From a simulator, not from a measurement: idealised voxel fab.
process module | voxel transistor to metal
cross-section cut | 145 nm wide | cells 5 nm
A cross-section is a grid of square cells, given in bands from the top down. A band is one or more rows of cells.
Each band's line starts with the height of the band's top and of its bottom, in nm. Then come its materials from left to right, each with its width in nm. One material with "throughout" fills the band from edge to edge. "air" is empty space.
Height 0 is the level under which the wafer as received is all one material. The lowest band goes on downwards, as in "0 down".
A width such as "30 to 40" changes by the same amount from each row of cells to the next, from the band's top row to its bottom row.
"no change" after a step means that no cell of the cross-section changed.
closed voids: empty space of 8 cells or more with no open way to the top, each as width x height at its distance from the left edge, in nm
after a step's settings: what the simulator itself notes on the step
overlay nm, on a step with a mask: how far to the right of its planned place the mask lay; to the left if negative
plan
1 op RECEIVE | material Si
2 op OXIDIZE | depth nm 5
3 op CONFORMAL_DEP | material SiN | thk nm 10
4 op MASKED_ETCH | tone cover | mask id ACTIVE | width nm 95 | etch materials SiN | depth nm 10 | overlay nm 0
5 op MASKED_ETCH | tone cover | mask id ACTIVE | width nm 95 | etch materials SiO2 | depth nm 5 | overlay nm 0
6 op MASKED_ETCH | tone cover | mask id ACTIVE | width nm 95 | etch materials Si | depth nm 20 | overlay nm 0
7 op FILL_DEP | material SiO2 | thk nm 10
8 op CMP | height nm 10
9 op SELECTIVE_ETCH | etch materials SiO2 | depth nm 5
10 op STRIP | etch materials SiN
11 op SELECTIVE_ETCH | etch materials SiO2 | depth nm 5
12 op OXIDIZE | depth nm 5
13 op DIRECTIONAL_DEP | material polySi | thk nm 25
14 op DIRECTIONAL_DEP | material SiCN | thk nm 10
15 op MASKED_ETCH | tone cover | mask id GATE | width nm 25 | etch materials SiCN | depth nm 20 | overlay nm 0
16 op MASKED_ETCH | tone cover | mask id GATE | width nm 25 | etch materials polySi | depth nm 35 | overlay nm 0
17 op CONFORMAL_DEP | material SiN | thk nm 10
18 op DIRECTIONAL_ETCH | etch materials SiN | depth nm 10
19 op DIRECTIONAL_ETCH | etch materials SiO2 | depth nm 5
20 op DIRECTIONAL_ETCH | etch materials Si | depth nm 15
21 op EPI | material SiGe | thk nm 20
22 op FILL_DEP | material SiO2 | thk nm 10
23 op CMP | height nm 30
24 op DIRECTIONAL_DEP | material SiO2 | thk nm 15
25 op DIRECTIONAL_DEP | material aC | thk nm 15
26 op PATTERN | tone open | mask id CONTACT | material resist | width nm 25 | pitch nm 60 | thk nm 30 | overlay nm 0
27 op DIRECTIONAL_ETCH | etch materials aC | depth nm 15
28 op STRIP | etch materials resist
29 op DIRECTIONAL_ETCH | etch materials SiO2 | depth nm 35
30 op STRIP | etch materials aC
31 op CONFORMAL_DEP | material TiN | thk nm 5
32 op FILL_DEP | material Ru | thk nm 5
33 op CMP | height nm 45
34 op CONFORMAL_DEP | material SiN | thk nm 5
35 op DIRECTIONAL_DEP | material SiO2 | thk nm 20
36 op PATTERN | tone open | mask id METAL_1 | material resist | width nm 15 | pitch nm 70 | thk nm 15 | overlay nm 0
37 op DIRECTIONAL_ETCH | etch materials SiO2 | depth nm 20
38 op DIRECTIONAL_ETCH | etch materials SiN | depth nm 5
39 op STRIP | etch materials resist
40 op CONFORMAL_DEP | material TiN | thk nm 5
41 op FILL_DEP | material W | thk nm 5
42 op CMP | height nm 70
43 op CONFORMAL_DEP | material SiCN | thk nm 5
as received, after step 1
  0 down: Si throughout
  closed voids: none
a wafer at the end: this start, this plan, one mistake
  75 to 70: SiCN throughout
  70 to 50: W 25 | TiN 5 | SiO2 15 | TiN 5 | W 45 | TiN 5 | SiO2 15 | TiN 5 | W 25
  50 to 45: TiN 30 | SiN 15 | TiN 55 | SiN 15 | TiN 30
  45 to 35: SiO2 30 | TiN 5 | Ru 15 | TiN 5 | SiO2 35 | TiN 5 | Ru 15 | TiN 5 | SiO2 30
  35 to 30: SiO2 30 | TiN 5 | Ru 10 | TiN 10 | SiO2 35 | TiN 10 | Ru 10 | TiN 5 | SiO2 30
  30 to 20: SiO2 30 | TiN 5 | Ru 10 | TiN 5 | SiN 10 | SiCN 25 | SiN 10 | TiN 5 | Ru 10 | TiN 5 | SiO2 30
  20 to 15: SiO2 30 | TiN 5 | Ru 10 | TiN 5 | SiN 10 | polySi 25 | SiN 10 | TiN 5 | Ru 10 | TiN 5 | SiO2 30
  15 to 10: SiO2 30 | TiN 20 | SiN 10 | polySi 25 | SiN 10 | TiN 20 | SiO2 30
  10 to 0: SiO2 20 | SiGe 30 | SiN 10 | polySi 25 | SiN 10 | SiGe 30 | SiO2 20
  0 to -5: SiO2 20 | SiN 10 | SiGe 20 | SiN 10 | polySi 25 | SiN 10 | SiGe 20 | SiN 10 | SiO2 20
  -5 to -10: SiO2 30 | SiGe 20 | SiO2 45 | SiGe 20 | SiO2 30
  -10 to -25: SiO2 25 | Si 5 | SiGe 20 | Si 45 | SiGe 20 | Si 5 | SiO2 25
  -25 down: Si throughout
  closed voids: none
what went wrong: step 36 ran as: op PATTERN | tone cover | mask id METAL_1 | material resist | width nm 15 | pitch nm 70 | thk nm 15 | overlay nm 0
